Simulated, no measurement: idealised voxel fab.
Presented below is a process module, voxel tone inversion.
We display cut, a cross-section 300 nm in width whose square cells are each 5 nm.
Think of the cross-section as a grid of square cells. We describe it in bands, top to bottom, and each band covers one or more rows of those cells.
Read a band's entry like this: the first values are the height of its top and the height of its bottom in nm, and what follows is the sequence of materials from left to right, each with its width in nm. Note that "blank" is empty space, and that a single material marked "everywhere" reaches across the band from edge to edge.
Height 0 is the level under which the wafer as received is all one material. The lowest band goes on downwards, as in "0..down".
You'd read "30..40" like this: the band's top row of cells is as wide as the first number, its bottom row is as wide as the second, and going down, every row changes width by the same amount as the row before did.
Where the words "no alteration" appear for a step, the cross-section shows no cell changed by that step; every cell remained as before.
Reported under the label "Encapsulated voids" are the empty spaces having no open way to the top and comprising 8 cells or more; the notation for each is width x height at distance, in which the distance is measured from the left edge and all three values are in nm.
Past the settings on a step's line: simulator remark, on that step.
Each step line may optionally specify "overlay nm", which for a step with a mask gives the rightward distance between the mask's planned place and where it lay, a negative value indicating the leftward direction.
**The steps planned for the process are as follows**
- 1: RECEIVE: material Si
- 2: CONFORMAL_DEP: material SiCN, thk nm 10
- 3: DIRECTIONAL_DEP: material polySi, thk nm 20
- 4: PATTERN: tone cover, mask id POSTS, material resist, width nm 25, pitch nm 55, thk nm 30, overlay nm 0
- 5: DIRECTIONAL_ETCH: etch materials polySi, depth nm 20
- 6: STRIP: etch materials resist
- 7: FILL_DEP: material SiO2, thk nm 10
- 8: CMP: height nm 30
- 9: STRIP: etch materials polySi
- 10: CONFORMAL_DEP: material TiN, thk nm 5
- 11: FILL_DEP: material Cu, thk nm 10
- 12: CMP: height nm 30
- 13: CONFORMAL_DEP: material SiN, thk nm 5
**first wafer, as planned**
**Cross-section of the incoming wafer, state after step 1**
0..down | Si everywhere
Encapsulated voids: none
**Step 2 complete: cross-section through the wafer**
10..0 | SiCN everywhere
All layers under 0 are left as they were.
**Step 3 complete: cross-section through the wafer**
30..10 | polySi everywhere
All layers under 10 are left as they were.
**Step 4 complete: cross-section through the wafer**
60..30 | 55 of blank, then 25 of resist, then 30 of blank, then 25 of resist, then 30 of blank, then 25 of resist, then 30 of blank, then 25 of resist, then 55 of blank
All layers under 30 are left as they were.
**Step 5 complete: cross-section through the wafer**
60..30 | 55 of blank, then 25 of resist, then 30 of blank, then 25 of resist, then 30 of blank, then 25 of resist, then 30 of blank, then 25 of resist, then 55 of blank
30..10 | 55 of blank, then 25 of polySi, then 30 of blank, then 25 of polySi, then 30 of blank, then 25 of polySi, then 30 of blank, then 25 of polySi, then 55 of blank
All layers under 10 are left as they were.
**Step 6 complete: cross-section through the wafer**
30..10 | 55 of blank, then 25 of polySi, then 30 of blank, then 25 of polySi, then 30 of blank, then 25 of polySi, then 30 of blank, then 25 of polySi, then 55 of blank
All layers under 10 are left as they were.
**Step 7 complete: cross-section through the wafer**
40..30 | SiO2 everywhere
30..10 | 55 of SiO2, then 25 of polySi, then 30 of SiO2, then 25 of polySi, then 30 of SiO2, then 25 of polySi, then 30 of SiO2, then 25 of polySi, then 55 of SiO2
All layers under 10 are left as they were.
**Step 8 complete: cross-section through the wafer**
30..10 | 55 of SiO2, then 25 of polySi, then 30 of SiO2, then 25 of polySi, then 30 of SiO2, then 25 of polySi, then 30 of SiO2, then 25 of polySi, then 55 of SiO2
All layers under 10 are left as they were.
**Step 9 complete: cross-section through the wafer**
30..10 | 55 of SiO2, then 25 of blank, then 30 of SiO2, then 25 of blank, then 30 of SiO2, then 25 of blank, then 30 of SiO2, then 25 of blank, then 55 of SiO2
All layers under 10 are left as they were.
**Step 10 complete: cross-section through the wafer**
35..30 | 60 of TiN, then 15 of blank, then 40 of TiN, then 15 of blank, then 40 of TiN, then 15 of blank, then 40 of TiN, then 15 of blank, then 60 of TiN
30..15 | 55 of SiO2, then 5 of TiN, then 15 of blank, then 5 of TiN, then 30 of SiO2, then 5 of TiN, then 15 of blank, then 5 of TiN, then 30 of SiO2, then 5 of TiN, then 15 of blank, then 5 of TiN, then 30 of SiO2, then 5 of TiN, then 15 of blank, then 5 of TiN, then 55 of SiO2
15..10 | 55 of SiO2, then 25 of TiN, then 30 of SiO2, then 25 of TiN, then 30 of SiO2, then 25 of TiN, then 30 of SiO2, then 25 of TiN, then 55 of SiO2
All layers under 10 are left as they were.
**Step 11 complete: cross-section through the wafer**
45..35 | Cu everywhere
35..30 | 60 of TiN, then 15 of Cu, then 40 of TiN, then 15 of Cu, then 40 of TiN, then 15 of Cu, then 40 of TiN, then 15 of Cu, then 60 of TiN
30..15 | 55 of SiO2, then 5 of TiN, then 15 of Cu, then 5 of TiN, then 30 of SiO2, then 5 of TiN, then 15 of Cu, then 5 of TiN, then 30 of SiO2, then 5 of TiN, then 15 of Cu, then 5 of TiN, then 30 of SiO2, then 5 of TiN, then 15 of Cu, then 5 of TiN, then 55 of SiO2
All layers under 15 are left as they were.
**Step 12 complete: cross-section through the wafer**
30..15 | 55 of SiO2, then 5 of TiN, then 15 of Cu, then 5 of TiN, then 30 of SiO2, then 5 of TiN, then 15 of Cu, then 5 of TiN, then 30 of SiO2, then 5 of TiN, then 15 of Cu, then 5 of TiN, then 30 of SiO2, then 5 of TiN, then 15 of Cu, then 5 of TiN, then 55 of SiO2
All layers under 15 are left as they were.
**Step 13 complete: cross-section through the wafer**
35..30 | SiN everywhere
All layers under 30 are left as they were.
**The Second Wafer: Common Origin and Plan, One Mistake in Execution, Identical to the First Through Step 8**
**Second wafer, section view, time point: scheduled end of step 9**
30..10 | 55 of SiO2, then 25 of blank, then 30 of SiO2, then 25 of blank, then 30 of SiO2, then 25 of blank, then 30 of SiO2, then 25 of blank, then 55 of SiO2
All layers under 10 are left as they were.
**Second wafer, section view, time point: scheduled end of step 10**
35..30 | 60 of TiN, then 15 of blank, then 40 of TiN, then 15 of blank, then 40 of TiN, then 15 of blank, then 40 of TiN, then 15 of blank, then 60 of TiN
30..15 | 55 of SiO2, then 5 of TiN, then 15 of blank, then 5 of TiN, then 30 of SiO2, then 5 of TiN, then 15 of blank, then 5 of TiN, then 30 of SiO2, then 5 of TiN, then 15 of blank, then 5 of TiN, then 30 of SiO2, then 5 of TiN, then 15 of blank, then 5 of TiN, then 55 of SiO2
15..10 | 55 of SiO2, then 25 of TiN, then 30 of SiO2, then 25 of TiN, then 30 of SiO2, then 25 of TiN, then 30 of SiO2, then 25 of TiN, then 55 of SiO2
All layers under 10 are left as they were.
**Second wafer, section view, time point: scheduled end of step 11**
45..35 | Cu everywhere
35..30 | 60 of TiN, then 15 of Cu, then 40 of TiN, then 15 of Cu, then 40 of TiN, then 15 of Cu, then 40 of TiN, then 15 of Cu, then 60 of TiN
30..15 | 55 of SiO2, then 5 of TiN, then 15 of Cu, then 5 of TiN, then 30 of SiO2, then 5 of TiN, then 15 of Cu, then 5 of TiN, then 30 of SiO2, then 5 of TiN, then 15 of Cu, then 5 of TiN, then 30 of SiO2, then 5 of TiN, then 15 of Cu, then 5 of TiN, then 55 of SiO2
All layers under 15 are left as they were.
**Second wafer, section view, time point: scheduled end of step 12**
30..15 | 55 of SiO2, then 5 of TiN, then 15 of Cu, then 5 of TiN, then 30 of SiO2, then 5 of TiN, then 15 of Cu, then 5 of TiN, then 30 of SiO2, then 5 of TiN, then 15 of Cu, then 5 of TiN, then 30 of SiO2, then 5 of TiN, then 15 of Cu, then 5 of TiN, then 55 of SiO2
All layers under 15 are left as they were.
**Second wafer, section view, time point: scheduled end of step 13**
35..30 | SiN everywhere
All layers under 30 are left as they were.
Deviation from plan: yeah, plan step 9 got run twice
Result: same final cross-section on the two wafers, so no effect from the mistake in this model.
